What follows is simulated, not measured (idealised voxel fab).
process module | voxel spacer lines
cross-section cut | 250 nm wide | cells 5 nm
A cross-section is a grid of square cells, given in bands from the top down. A band is one or more rows of cells.
Each band's line starts with the height of the band's top and of its bottom, in nm. Then come its materials from left to right, each with its width in nm. One material with "throughout" fills the band from edge to edge. "air" is empty space.
Height 0 is the level under which the wafer as received is all one material. The lowest band goes on downwards, as in "0 down".
A width such as "30 to 40" changes by the same amount from each row of cells to the next, from the band's top row to its bottom row.
"no change" after a step means that no cell of the cross-section changed.
closed voids: empty space of 8 cells or more with no open way to the top, each as width x height at its distance from the left edge, in nm
after a step's settings: what the simulator itself notes on the step
overlay nm, on a step with a mask: how far to the right of its planned place the mask lay; to the left if negative
plan
1 op RECEIVE | material Si
2 op CONFORMAL_DEP | material Al2O3 | thk nm 5
3 op DIRECTIONAL_DEP | material SiN | thk nm 15
4 op DIRECTIONAL_DEP | material aC | thk nm 30
5 op PATTERN | tone cover | mask id MANDREL | material resist | width nm 25 | pitch nm 70 | thk nm 35 | overlay nm 0
6 op DIRECTIONAL_ETCH | etch materials aC | depth nm 30
7 op STRIP | etch materials resist
8 op CONFORMAL_DEP | material SiO2 | thk nm 10
9 op DIRECTIONAL_ETCH | etch materials SiO2 | depth nm 10
10 op STRIP | etch materials aC
11 op DIRECTIONAL_ETCH | etch materials SiN | depth nm 15
12 op STRIP | etch materials SiO2
as received, after step 1
  0 down: Si throughout
  closed voids: none
first wafer at the end, as planned
  20 to 5: air 30 | SiN 10 | air 25 | SiN 10 | air 25 | SiN 10 | air 25 | SiN 10 | air 25 | SiN 10 | air 25 | SiN 10 | air 35
  5 to 0: Al2O3 throughout
  0 down: Si throughout
  closed voids: none
second wafer at the end: like start, like plan, one mistake
  35 to 20: air 30 | SiN 10 | air 25 | SiN 10 | air 25 | SiN 10 | air 25 | SiN 10 | air 25 | SiN 10 | air 25 | SiN 10 | air 35
  20 to 5: SiN throughout
  5 to 0: Al2O3 throughout
  0 down: Si throughout
  closed voids: none
what went wrong: step 3 was run twice
at the end the second wafer has, in cells: 150 more of SiN
